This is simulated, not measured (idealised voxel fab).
process module | voxel plated lines
cross-section cut | 260 nm wide | cells 5 nm
A cross-section is a grid of square cells, given in bands from the top down. A band is one or more rows of cells.
Each band's line starts with the height of the band's top and of its bottom, in nm. Then come its materials from left to right, each with its width in nm. One material with "throughout" fills the band from edge to edge. "air" is empty space.
Height 0 is the level under which the wafer as received is all one material. The lowest band goes on downwards, as in "0 down".
A width such as "30 to 40" changes by the same amount from each row of cells to the next, from the band's top row to its bottom row.
"no change" after a step means that no cell of the cross-section changed.
closed voids: empty space of 8 cells or more with no open way to the top, each as width x height at its distance from the left edge, in nm
after a step's settings: what the simulator itself notes on the step
overlay nm, on a step with a mask: how far to the right of its planned place the mask lay; to the left if negative
plan
1 op RECEIVE | material Si
2 op CONFORMAL_DEP | material SiO2 | thk nm 15
3 op DIRECTIONAL_DEP | material TiN | thk nm 5
4 op PATTERN | tone open | mask id LINES | material resist | width nm 20 | pitch nm 45 | thk nm 25 | overlay nm -15
5 op EPI | material Ru | thk nm 10
6 op EPI | material Ru | thk nm 5
7 op STRIP | etch materials resist
8 op DIRECTIONAL_ETCH | etch materials TiN | depth nm 5
9 op CONFORMAL_DEP | material SiCN | thk nm 10
varied across the wafers: overlay nm of step 4. The plan shows the first wafer's value. All wafers start alike
first wafer as received, after step 1
  0 down: Si throughout
  closed voids: none
each wafer at the end: cells of each material gained (+) or lost (-) since it was received, then its closed voids
overlay nm -15 | +24 Ru | +136 SiCN | +156 SiO2 | +8 TiN | closed voids: none
overlay nm -10 | +24 Ru | +136 SiCN | +156 SiO2 | +8 TiN | closed voids: none
overlay nm -5 | +24 Ru | +136 SiCN | +156 SiO2 | +8 TiN | closed voids: none
overlay nm 0 | +24 Ru | +136 SiCN | +156 SiO2 | +8 TiN | closed voids: none
overlay nm 5 | +24 Ru | +136 SiCN | +156 SiO2 | +8 TiN | closed voids: none
overlay nm 10 | +24 Ru | +136 SiCN | +156 SiO2 | +8 TiN | closed voids: none
overlay nm 15 | +24 Ru | +136 SiCN | +156 SiO2 | +8 TiN | closed voids: none
